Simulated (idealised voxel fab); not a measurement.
process module | voxel wiring stack
cross-section cut | 260 nm wide | cells 5 nm
A cross-section is a grid of square cells, given in bands from the top down. A band is one or more rows of cells.
Each band's line starts with the height of the band's top and of its bottom, in nm. Then come its materials from left to right, each with its width in nm. One material with "throughout" fills the band from edge to edge. "air" is empty space.
Height 0 is the level under which the wafer as received is all one material. The lowest band goes on downwards, as in "0 down".
A width such as "30 to 40" changes by the same amount from each row of cells to the next, from the band's top row to its bottom row.
"no change" after a step means that no cell of the cross-section changed.
closed voids: empty space of 8 cells or more with no open way to the top, each as width x height at its distance from the left edge, in nm
after a step's settings: what the simulator itself notes on the step
overlay nm, on a step with a mask: how far to the right of its planned place the mask lay; to the left if negative
plan
1 op RECEIVE | material Si
2 op CONFORMAL_DEP | material SiO2 | thk nm 15
3 op DIRECTIONAL_DEP | material TiN | thk nm 5
4 op DIRECTIONAL_DEP | material Ru | thk nm 25
5 op PATTERN | tone cover | mask id METAL_1 | material resist | width nm 20 | pitch nm 50 | thk nm 20 | overlay nm 0
6 op DIRECTIONAL_ETCH | etch materials Ru | depth nm 25
7 op DIRECTIONAL_ETCH | etch materials TiN | depth nm 5
8 op STRIP | etch materials resist
9 op FILL_DEP | material lowk | thk nm 10
10 op CMP | height nm 45
11 op CONFORMAL_DEP | material SiCN | thk nm 5
12 op DIRECTIONAL_DEP | material lowk | thk nm 25
13 op DIRECTIONAL_DEP | material aC | thk nm 15
14 op PATTERN | tone open | mask id METAL_2_HOLES | material resist | width nm 15 | thk nm 35 | overlay nm 0
15 op DIRECTIONAL_ETCH | etch materials aC | depth nm 15
16 op STRIP | etch materials resist
17 op DIRECTIONAL_ETCH | etch materials lowk | depth nm 25
18 op STRIP | etch materials aC
19 op PATTERN | tone open | mask id METAL_2 | material resist | width nm 20 | pitch nm 50 | thk nm 15 | overlay nm 0
20 op DIRECTIONAL_ETCH | etch materials lowk | depth nm 15
21 op DIRECTIONAL_ETCH | etch materials SiCN | depth nm 5
22 op STRIP | etch materials resist
23 op CONFORMAL_DEP | material TiN | thk nm 5
24 op FILL_DEP | material Cu | thk nm 5
25 op CMP | height nm 75
26 op CONFORMAL_DEP | material SiCN | thk nm 5
27 op DIRECTIONAL_DEP | material SiO2 | thk nm 30
28 op DIRECTIONAL_DEP | material aC | thk nm 15
29 op PATTERN | tone open | mask id METAL_3_HOLES | material resist | width nm 15 | thk nm 35 | overlay nm 0
30 op DIRECTIONAL_ETCH | etch materials aC | depth nm 15
31 op STRIP | etch materials resist
32 op DIRECTIONAL_ETCH | etch materials SiO2 | depth nm 30
33 op STRIP | etch materials aC
34 op DIRECTIONAL_DEP | material aC | thk nm 10
35 op PATTERN | tone open | mask id METAL_3 | material resist | width nm 20 | pitch nm 50 | thk nm 30 | overlay nm 0
36 op DIRECTIONAL_ETCH | etch materials aC | depth nm 10
37 op STRIP | etch materials resist
38 op DIRECTIONAL_ETCH | etch materials SiO2 | depth nm 15
39 op DIRECTIONAL_ETCH | etch materials SiCN | depth nm 5
40 op STRIP | etch materials aC
41 op CONFORMAL_DEP | material TiN | thk nm 5
42 op FILL_DEP | material Cu | thk nm 10
43 op CMP | height nm 110
44 op CONFORMAL_DEP | material SiCN | thk nm 5
45 op DIRECTIONAL_DEP | material lowk | thk nm 15
46 op MASKED_ETCH | tone open | mask id PLUG_3 | width nm 15 | etch materials lowk | depth nm 15 | overlay nm 0
47 op MASKED_ETCH | tone open | mask id PLUG_3 | width nm 15 | etch materials SiCN | depth nm 5 | overlay nm 0
48 op EPI | material Ru | thk nm 10
49 op EPI | material Ru | thk nm 10
50 op DIRECTIONAL_DEP | material TiN | thk nm 5
51 op DIRECTIONAL_DEP | material Ru | thk nm 15
52 op DIRECTIONAL_DEP | material aC | thk nm 15
53 op PATTERN | tone cover | mask id METAL_4 | material resist | width nm 20 | pitch nm 50 | thk nm 35 | overlay nm 0
54 op DIRECTIONAL_ETCH | etch materials aC | depth nm 15
55 op STRIP | etch materials resist
56 op DIRECTIONAL_ETCH | etch materials Ru | depth nm 15
57 op DIRECTIONAL_ETCH | etch materials TiN | depth nm 5
58 op STRIP | etch materials aC
59 op FILL_DEP | material lowk | thk nm 5
60 op CMP | height nm 150
61 op CONFORMAL_DEP | material SiN | thk nm 5
first wafer, as planned
as received, after step 1
  0 down: Si throughout
  closed voids: none
after step 2
  15 to 0: SiO2 throughout
  below 0: unchanged
after step 3
  20 to 15: TiN throughout
  below 15: unchanged
after step 4
  45 to 20: Ru throughout
  below 20: unchanged
after step 5
  65 to 45: air 95 | resist 20 | air 30 | resist 20 | air 95
  below 45: unchanged
after step 6
  65 to 45: air 95 | resist 20 | air 30 | resist 20 | air 95
  45 to 20: air 95 | Ru 20 | air 30 | Ru 20 | air 95
  below 20: unchanged
after step 7
  65 to 45: air 95 | resist 20 | air 30 | resist 20 | air 95
  45 to 20: air 95 | Ru 20 | air 30 | Ru 20 | air 95
  20 to 15: air 95 | TiN 20 | air 30 | TiN 20 | air 95
  below 15: unchanged
after step 8
  45 to 20: air 95 | Ru 20 | air 30 | Ru 20 | air 95
  below 20: unchanged
after step 9
  55 to 45: lowk throughout
  45 to 20: lowk 95 | Ru 20 | lowk 30 | Ru 20 | lowk 95
  20 to 15: lowk 95 | TiN 20 | lowk 30 | TiN 20 | lowk 95
  below 15: unchanged
after step 10
  45 to 20: lowk 95 | Ru 20 | lowk 30 | Ru 20 | lowk 95
  below 20: unchanged
after step 11
  50 to 45: SiCN throughout
  below 45: unchanged
after step 12
  75 to 50: lowk throughout
  below 50: unchanged
after step 13
  90 to 75: aC throughout
  below 75: unchanged
after step 14
  125 to 90: resist 95 | air 15 | resist 150
  below 90: unchanged
after step 15
  110 to 90: resist 95 | air 15 | resist 150
  90 to 75: aC 95 | air 15 | aC 150
  below 75: unchanged
after step 16
  90 to 75: aC 95 | air 15 | aC 150
  below 75: unchanged
after step 17
  90 to 75: aC 95 | air 15 | aC 150
  75 to 50: lowk 95 | air 15 | lowk 150
  below 50: unchanged
after step 18
  75 to 50: lowk 95 | air 15 | lowk 150
  below 50: unchanged
after step 19
  90 to 75: resist 95 | air 20 | resist 30 | air 20 | resist 95
  below 75: unchanged
after step 20
  90 to 75: resist 95 | air 20 | resist 30 | air 20 | resist 95
  75 to 60: lowk 95 | air 20 | lowk 30 | air 20 | lowk 95
  below 60: unchanged
after step 21
  90 to 75: resist 95 | air 20 | resist 30 | air 20 | resist 95
  75 to 60: lowk 95 | air 20 | lowk 30 | air 20 | lowk 95
  60 to 50: lowk 95 | air 15 | lowk 150
  50 to 45: SiCN 95 | air 15 | SiCN 150
  below 45: unchanged
after step 22
  75 to 60: lowk 95 | air 20 | lowk 30 | air 20 | lowk 95
  below 60: unchanged
after step 23
  80 to 75: TiN 100 | air 10 | TiN 40 | air 10 | TiN 100
  75 to 65: lowk 95 | TiN 5 | air 10 | TiN 5 | lowk 30 | TiN 5 | air 10 | TiN 5 | lowk 95
  65 to 60: lowk 95 | TiN 5 | air 5 | TiN 10 | lowk 30 | TiN 20 | lowk 95
  60 to 50: lowk 95 | TiN 5 | air 5 | TiN 5 | lowk 150
  50 to 45: SiCN 95 | TiN 15 | SiCN 150
  below 45: unchanged
after step 24
  85 to 80: Cu throughout
  80 to 75: TiN 100 | Cu 10 | TiN 40 | Cu 10 | TiN 100
  75 to 65: lowk 95 | TiN 5 | Cu 10 | TiN 5 | lowk 30 | TiN 5 | Cu 10 | TiN 5 | lowk 95
  65 to 60: lowk 95 | TiN 5 | Cu 5 | TiN 10 | lowk 30 | TiN 20 | lowk 95
  60 to 50: lowk 95 | TiN 5 | Cu 5 | TiN 5 | lowk 150
  below 50: unchanged
after step 25
  75 to 65: lowk 95 | TiN 5 | Cu 10 | TiN 5 | lowk 30 | TiN 5 | Cu 10 | TiN 5 | lowk 95
  below 65: unchanged
after step 26
  80 to 75: SiCN throughout
  below 75: unchanged
after step 27
  110 to 80: SiO2 throughout
  below 80: unchanged
after step 28
  125 to 110: aC throughout
  below 110: unchanged
after step 29
  160 to 125: resist 95 | air 15 | resist 150
  below 125: unchanged
after step 30
  145 to 125: resist 95 | air 15 | resist 150
  125 to 110: aC 95 | air 15 | aC 150
  below 110: unchanged
after step 31
  125 to 110: aC 95 | air 15 | aC 150
  below 110: unchanged
after step 32
  125 to 110: aC 95 | air 15 | aC 150
  110 to 80: SiO2 95 | air 15 | SiO2 150
  below 80: unchanged
after step 33
  110 to 80: SiO2 95 | air 15 | SiO2 150
  below 80: unchanged
after step 34
  120 to 110: aC 95 | air 15 | aC 150
  110 to 90: SiO2 95 | air 15 | SiO2 150
  90 to 80: SiO2 95 | aC 15 | SiO2 150
  below 80: unchanged
after step 35
  150 to 120: resist 95 | air 20 | resist 30 | air 20 | resist 95
  below 120: unchanged
after step 36
  140 to 120: resist 95 | air 20 | resist 30 | air 20 | resist 95
  120 to 110: aC 95 | air 20 | aC 30 | air 20 | aC 95
  110 to 80: SiO2 95 | air 15 | SiO2 150
  below 80: unchanged
after step 37
  120 to 110: aC 95 | air 20 | aC 30 | air 20 | aC 95
  below 110: unchanged
after step 38
  120 to 110: aC 95 | air 20 | aC 30 | air 20 | aC 95
  110 to 95: SiO2 95 | air 20 | SiO2 30 | air 20 | SiO2 95
  below 95: unchanged
after step 39
  120 to 110: aC 95 | air 20 | aC 30 | air 20 | aC 95
  110 to 95: SiO2 95 | air 20 | SiO2 30 | air 20 | SiO2 95
  95 to 80: SiO2 95 | air 15 | SiO2 150
  80 to 75: SiCN 95 | air 15 | SiCN 150
  below 75: unchanged
after step 40
  110 to 95: SiO2 95 | air 20 | SiO2 30 | air 20 | SiO2 95
  below 95: unchanged
after step 41
  115 to 110: TiN 100 | air 10 | TiN 40 | air 10 | TiN 100
  110 to 100: SiO2 95 | TiN 5 | air 10 | TiN 5 | SiO2 30 | TiN 5 | air 10 | TiN 5 | SiO2 95
  100 to 95: SiO2 95 | TiN 5 | air 5 | TiN 10 | SiO2 30 | TiN 20 | SiO2 95
  95 to 80: SiO2 95 | TiN 5 | air 5 | TiN 5 | SiO2 150
  80 to 75: SiCN 95 | TiN 15 | SiCN 150
  below 75: unchanged
after step 42
  125 to 115: Cu throughout
  115 to 110: TiN 100 | Cu 10 | TiN 40 | Cu 10 | TiN 100
  110 to 100: SiO2 95 | TiN 5 | Cu 10 | TiN 5 | SiO2 30 | TiN 5 | Cu 10 | TiN 5 | SiO2 95
  100 to 95: SiO2 95 | TiN 5 | Cu 5 | TiN 10 | SiO2 30 | TiN 20 | SiO2 95
  95 to 80: SiO2 95 | TiN 5 | Cu 5 | TiN 5 | SiO2 150
  below 80: unchanged
after step 43
  110 to 100: SiO2 95 | TiN 5 | Cu 10 | TiN 5 | SiO2 30 | TiN 5 | Cu 10 | TiN 5 | SiO2 95
  below 100: unchanged
after step 44
  115 to 110: SiCN throughout
  below 110: unchanged
after step 45
  130 to 115: lowk throughout
  below 115: unchanged
after step 46
  130 to 115: lowk 95 | air 15 | lowk 150
  below 115: unchanged
after step 47
  130 to 115: lowk 95 | air 15 | lowk 150
  115 to 110: SiCN 95 | air 15 | SiCN 150
  below 110: unchanged
after step 48
  130 to 120: lowk 95 | air 15 | lowk 150
  120 to 115: lowk 95 | Ru 15 | lowk 150
  115 to 110: SiCN 95 | Ru 15 | SiCN 150
  below 110: unchanged
after step 49
  130 to 115: lowk 95 | Ru 15 | lowk 150
  below 115: unchanged
after step 50
  135 to 130: TiN throughout
  below 130: unchanged
after step 51
  150 to 135: Ru throughout
  below 135: unchanged
after step 52
  165 to 150: aC throughout
  below 150: unchanged
after step 53
  200 to 165: air 95 | resist 20 | air 30 | resist 20 | air 95
  below 165: unchanged
after step 54
  185 to 165: air 95 | resist 20 | air 30 | resist 20 | air 95
  165 to 150: air 95 | aC 20 | air 30 | aC 20 | air 95
  below 150: unchanged
after step 55
  165 to 150: air 95 | aC 20 | air 30 | aC 20 | air 95
  below 150: unchanged
after step 56
  165 to 150: air 95 | aC 20 | air 30 | aC 20 | air 95
  150 to 135: air 95 | Ru 20 | air 30 | Ru 20 | air 95
  below 135: unchanged
after step 57
  165 to 150: air 95 | aC 20 | air 30 | aC 20 | air 95
  150 to 135: air 95 | Ru 20 | air 30 | Ru 20 | air 95
  135 to 130: air 95 | TiN 20 | air 30 | TiN 20 | air 95
  below 130: unchanged
after step 58
  150 to 135: air 95 | Ru 20 | air 30 | Ru 20 | air 95
  below 135: unchanged
after step 59
  155 to 150: lowk throughout
  150 to 135: lowk 95 | Ru 20 | lowk 30 | Ru 20 | lowk 95
  135 to 130: lowk 95 | TiN 20 | lowk 30 | TiN 20 | lowk 95
  below 130: unchanged
after step 60
  150 to 135: lowk 95 | Ru 20 | lowk 30 | Ru 20 | lowk 95
  below 135: unchanged
after step 61
  155 to 150: SiN throughout
  below 150: unchanged
second wafer: like start, like plan, one mistake. Through step 2 it matches the first wafer
when step 3 should have ended: no change
when step 4 should have ended
  40 to 15: Ru throughout
  below 15: unchanged
when step 5 should have ended
  60 to 40: air 95 | resist 20 | air 30 | resist 20 | air 95
  below 40: unchanged
when step 6 should have ended
  60 to 40: air 95 | resist 20 | air 30 | resist 20 | air 95
  40 to 15: air 95 | Ru 20 | air 30 | Ru 20 | air 95
  below 15: unchanged
when step 7 should have ended: no change
when step 8 should have ended
  40 to 15: air 95 | Ru 20 | air 30 | Ru 20 | air 95
  below 15: unchanged
when step 9 should have ended
  50 to 40: lowk throughout
  40 to 15: lowk 95 | Ru 20 | lowk 30 | Ru 20 | lowk 95
  below 15: unchanged
when step 10 should have ended
  45 to 40: lowk throughout
  below 40: unchanged
when step 11 should have ended
  50 to 45: SiCN throughout
  below 45: unchanged
when step 12 should have ended
  75 to 50: lowk throughout
  below 50: unchanged
when step 13 should have ended
  90 to 75: aC throughout
  below 75: unchanged
when step 14 should have ended
  125 to 90: resist 95 | air 15 | resist 150
  below 90: unchanged
when step 15 should have ended
  110 to 90: resist 95 | air 15 | resist 150
  90 to 75: aC 95 | air 15 | aC 150
  below 75: unchanged
when step 16 should have ended
  90 to 75: aC 95 | air 15 | aC 150
  below 75: unchanged
when step 17 should have ended
  90 to 75: aC 95 | air 15 | aC 150
  75 to 50: lowk 95 | air 15 | lowk 150
  below 50: unchanged
when step 18 should have ended
  75 to 50: lowk 95 | air 15 | lowk 150
  below 50: unchanged
when step 19 should have ended
  90 to 75: resist 95 | air 20 | resist 30 | air 20 | resist 95
  below 75: unchanged
when step 20 should have ended
  90 to 75: resist 95 | air 20 | resist 30 | air 20 | resist 95
  75 to 60: lowk 95 | air 20 | lowk 30 | air 20 | lowk 95
  below 60: unchanged
when step 21 should have ended
  90 to 75: resist 95 | air 20 | resist 30 | air 20 | resist 95
  75 to 60: lowk 95 | air 20 | lowk 30 | air 20 | lowk 95
  60 to 50: lowk 95 | air 15 | lowk 150
  50 to 45: SiCN 95 | air 15 | SiCN 150
  below 45: unchanged
when step 22 should have ended
  75 to 60: lowk 95 | air 20 | lowk 30 | air 20 | lowk 95
  below 60: unchanged
when step 23 should have ended
  80 to 75: TiN 100 | air 10 | TiN 40 | air 10 | TiN 100
  75 to 65: lowk 95 | TiN 5 | air 10 | TiN 5 | lowk 30 | TiN 5 | air 10 | TiN 5 | lowk 95
  65 to 60: lowk 95 | TiN 5 | air 5 | TiN 10 | lowk 30 | TiN 20 | lowk 95
  60 to 50: lowk 95 | TiN 5 | air 5 | TiN 5 | lowk 150
  50 to 45: SiCN 95 | TiN 15 | SiCN 150
  below 45: unchanged
when step 24 should have ended
  85 to 80: Cu throughout
  80 to 75: TiN 100 | Cu 10 | TiN 40 | Cu 10 | TiN 100
  75 to 65: lowk 95 | TiN 5 | Cu 10 | TiN 5 | lowk 30 | TiN 5 | Cu 10 | TiN 5 | lowk 95
  65 to 60: lowk 95 | TiN 5 | Cu 5 | TiN 10 | lowk 30 | TiN 20 | lowk 95
  60 to 50: lowk 95 | TiN 5 | Cu 5 | TiN 5 | lowk 150
  below 50: unchanged
when step 25 should have ended
  75 to 65: lowk 95 | TiN 5 | Cu 10 | TiN 5 | lowk 30 | TiN 5 | Cu 10 | TiN 5 | lowk 95
  below 65: unchanged
when step 26 should have ended
  80 to 75: SiCN throughout
  below 75: unchanged
when step 27 should have ended
  110 to 80: SiO2 throughout
  below 80: unchanged
when step 28 should have ended
  125 to 110: aC throughout
  below 110: unchanged
when step 29 should have ended
  160 to 125: resist 95 | air 15 | resist 150
  below 125: unchanged
when step 30 should have ended
  145 to 125: resist 95 | air 15 | resist 150
  125 to 110: aC 95 | air 15 | aC 150
  below 110: unchanged
when step 31 should have ended
  125 to 110: aC 95 | air 15 | aC 150
  below 110: unchanged
when step 32 should have ended
  125 to 110: aC 95 | air 15 | aC 150
  110 to 80: SiO2 95 | air 15 | SiO2 150
  below 80: unchanged
when step 33 should have ended
  110 to 80: SiO2 95 | air 15 | SiO2 150
  below 80: unchanged
when step 34 should have ended
  120 to 110: aC 95 | air 15 | aC 150
  110 to 90: SiO2 95 | air 15 | SiO2 150
  90 to 80: SiO2 95 | aC 15 | SiO2 150
  below 80: unchanged
when step 35 should have ended
  150 to 120: resist 95 | air 20 | resist 30 | air 20 | resist 95
  below 120: unchanged
when step 36 should have ended
  140 to 120: resist 95 | air 20 | resist 30 | air 20 | resist 95
  120 to 110: aC 95 | air 20 | aC 30 | air 20 | aC 95
  110 to 80: SiO2 95 | air 15 | SiO2 150
  below 80: unchanged
when step 37 should have ended
  120 to 110: aC 95 | air 20 | aC 30 | air 20 | aC 95
  below 110: unchanged
when step 38 should have ended
  120 to 110: aC 95 | air 20 | aC 30 | air 20 | aC 95
  110 to 95: SiO2 95 | air 20 | SiO2 30 | air 20 | SiO2 95
  below 95: unchanged
when step 39 should have ended
  120 to 110: aC 95 | air 20 | aC 30 | air 20 | aC 95
  110 to 95: SiO2 95 | air 20 | SiO2 30 | air 20 | SiO2 95
  95 to 80: SiO2 95 | air 15 | SiO2 150
  80 to 75: SiCN 95 | air 15 | SiCN 150
  below 75: unchanged
when step 40 should have ended
  110 to 95: SiO2 95 | air 20 | SiO2 30 | air 20 | SiO2 95
  below 95: unchanged
when step 41 should have ended
  115 to 110: TiN 100 | air 10 | TiN 40 | air 10 | TiN 100
  110 to 100: SiO2 95 | TiN 5 | air 10 | TiN 5 | SiO2 30 | TiN 5 | air 10 | TiN 5 | SiO2 95
  100 to 95: SiO2 95 | TiN 5 | air 5 | TiN 10 | SiO2 30 | TiN 20 | SiO2 95
  95 to 80: SiO2 95 | TiN 5 | air 5 | TiN 5 | SiO2 150
  80 to 75: SiCN 95 | TiN 15 | SiCN 150
  below 75: unchanged
when step 42 should have ended
  125 to 115: Cu throughout
  115 to 110: TiN 100 | Cu 10 | TiN 40 | Cu 10 | TiN 100
  110 to 100: SiO2 95 | TiN 5 | Cu 10 | TiN 5 | SiO2 30 | TiN 5 | Cu 10 | TiN 5 | SiO2 95
  100 to 95: SiO2 95 | TiN 5 | Cu 5 | TiN 10 | SiO2 30 | TiN 20 | SiO2 95
  95 to 80: SiO2 95 | TiN 5 | Cu 5 | TiN 5 | SiO2 150
  below 80: unchanged
when step 43 should have ended
  110 to 100: SiO2 95 | TiN 5 | Cu 10 | TiN 5 | SiO2 30 | TiN 5 | Cu 10 | TiN 5 | SiO2 95
  below 100: unchanged
when step 44 should have ended
  115 to 110: SiCN throughout
  below 110: unchanged
when step 45 should have ended
  130 to 115: lowk throughout
  below 115: unchanged
when step 46 should have ended
  130 to 115: lowk 95 | air 15 | lowk 150
  below 115: unchanged
when step 47 should have ended
  130 to 115: lowk 95 | air 15 | lowk 150
  115 to 110: SiCN 95 | air 15 | SiCN 150
  below 110: unchanged
when step 48 should have ended
  130 to 120: lowk 95 | air 15 | lowk 150
  120 to 115: lowk 95 | Ru 15 | lowk 150
  115 to 110: SiCN 95 | Ru 15 | SiCN 150
  below 110: unchanged
when step 49 should have ended
  130 to 115: lowk 95 | Ru 15 | lowk 150
  below 115: unchanged
when step 50 should have ended
  135 to 130: TiN throughout
  below 130: unchanged
when step 51 should have ended
  150 to 135: Ru throughout
  below 135: unchanged
when step 52 should have ended
  165 to 150: aC throughout
  below 150: unchanged
when step 53 should have ended
  200 to 165: air 95 | resist 20 | air 30 | resist 20 | air 95
  below 165: unchanged
when step 54 should have ended
  185 to 165: air 95 | resist 20 | air 30 | resist 20 | air 95
  165 to 150: air 95 | aC 20 | air 30 | aC 20 | air 95
  below 150: unchanged
when step 55 should have ended
  165 to 150: air 95 | aC 20 | air 30 | aC 20 | air 95
  below 150: unchanged
when step 56 should have ended
  165 to 150: air 95 | aC 20 | air 30 | aC 20 | air 95
  150 to 135: air 95 | Ru 20 | air 30 | Ru 20 | air 95
  below 135: unchanged
when step 57 should have ended
  165 to 150: air 95 | aC 20 | air 30 | aC 20 | air 95
  150 to 135: air 95 | Ru 20 | air 30 | Ru 20 | air 95
  135 to 130: air 95 | TiN 20 | air 30 | TiN 20 | air 95
  below 130: unchanged
when step 58 should have ended
  150 to 135: air 95 | Ru 20 | air 30 | Ru 20 | air 95
  below 135: unchanged
when step 59 should have ended
  155 to 150: lowk throughout
  150 to 135: lowk 95 | Ru 20 | lowk 30 | Ru 20 | lowk 95
  135 to 130: lowk 95 | TiN 20 | lowk 30 | TiN 20 | lowk 95
  below 130: unchanged
when step 60 should have ended
  150 to 135: lowk 95 | Ru 20 | lowk 30 | Ru 20 | lowk 95
  below 135: unchanged
when step 61 should have ended
  155 to 150: SiN throughout
  below 150: unchanged
what went wrong: step 3 was left out
at the end the second wafer has, in cells: 8 fewer of TiN | 8 more of lowk
